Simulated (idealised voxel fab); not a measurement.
process module | voxel self aligned contacts
cross-section cut | 245 nm wide | cells 5 nm
A cross-section is a grid of square cells, given in bands from the top down. A band is one or more rows of cells.
Each band's line starts with the height of the band's top and of its bottom, in nm. Then come its materials from left to right, each with its width in nm. One material with "throughout" fills the band from edge to edge. "air" is empty space.
Height 0 is the level under which the wafer as received is all one material. The lowest band goes on downwards, as in "0 down".
A width such as "30 to 40" changes by the same amount from each row of cells to the next, from the band's top row to its bottom row.
"no change" after a step means that no cell of the cross-section changed.
closed voids: empty space of 8 cells or more with no open way to the top, each as width x height at its distance from the left edge, in nm
after a step's settings: what the simulator itself notes on the step
overlay nm, on a step with a mask: how far to the right of its planned place the mask lay; to the left if negative
plan
1 op RECEIVE | material Si
2 op OXIDIZE | depth nm 5
3 op DIRECTIONAL_DEP | material polySi | thk nm 30
4 op DIRECTIONAL_DEP | material SiN | thk nm 15
5 op MASKED_ETCH | tone cover | mask id GATE | width nm 35 | pitch nm 70 | etch materials SiN | depth nm 15 | overlay nm 0
6 op MASKED_ETCH | tone cover | mask id GATE | width nm 35 | pitch nm 70 | etch materials polySi | depth nm 30 | overlay nm 0
7 op CONFORMAL_DEP | material SiN | thk nm 5
8 op DIRECTIONAL_ETCH | etch materials SiN | depth nm 5
9 op FILL_DEP | material SiO2 | thk nm 15
10 op CMP | height nm 50
11 op DIRECTIONAL_DEP | material aC | thk nm 15
12 op PATTERN | tone open | mask id CONTACT | material resist | width nm 55 | pitch nm 70 | thk nm 35 | overlay nm 0
13 op DIRECTIONAL_ETCH | etch materials aC | depth nm 15
14 op STRIP | etch materials resist
15 op DIRECTIONAL_ETCH | etch materials SiO2 | depth nm 55
16 op STRIP | etch materials aC
17 op CONFORMAL_DEP | material TiN | thk nm 5
18 op FILL_DEP | material Ru | thk nm 10
19 op CMP | height nm 50
20 op CONFORMAL_DEP | material SiCN | thk nm 5
as received, after step 1
  0 down: Si throughout
  closed voids: none
a wafer at the end: this start, this plan, one mistake
  55 to 50: SiCN throughout
  50 to 45: Ru 25 | TiN 35 | SiO2 55 | TiN 15 | SiO2 55 | TiN 35 | Ru 25
  45 to 30: Ru 25 | TiN 5 | SiN 45 | SiO2 25 | SiN 45 | SiO2 25 | SiN 45 | TiN 5 | Ru 25
  30 to 0: Ru 25 | TiN 5 | SiN 5 | polySi 35 | SiN 5 | SiO2 25 | SiN 5 | polySi 35 | SiN 5 | SiO2 25 | SiN 5 | polySi 35 | SiN 5 | TiN 5 | Ru 25
  0 to -5: TiN 30 | SiO2 185 | TiN 30
  -5 down: Si throughout
  closed voids: none
what went wrong: step 12 ran as: op PATTERN | tone cover | mask id CONTACT | material resist | width nm 55 | pitch nm 70 | thk nm 35 | overlay nm 0
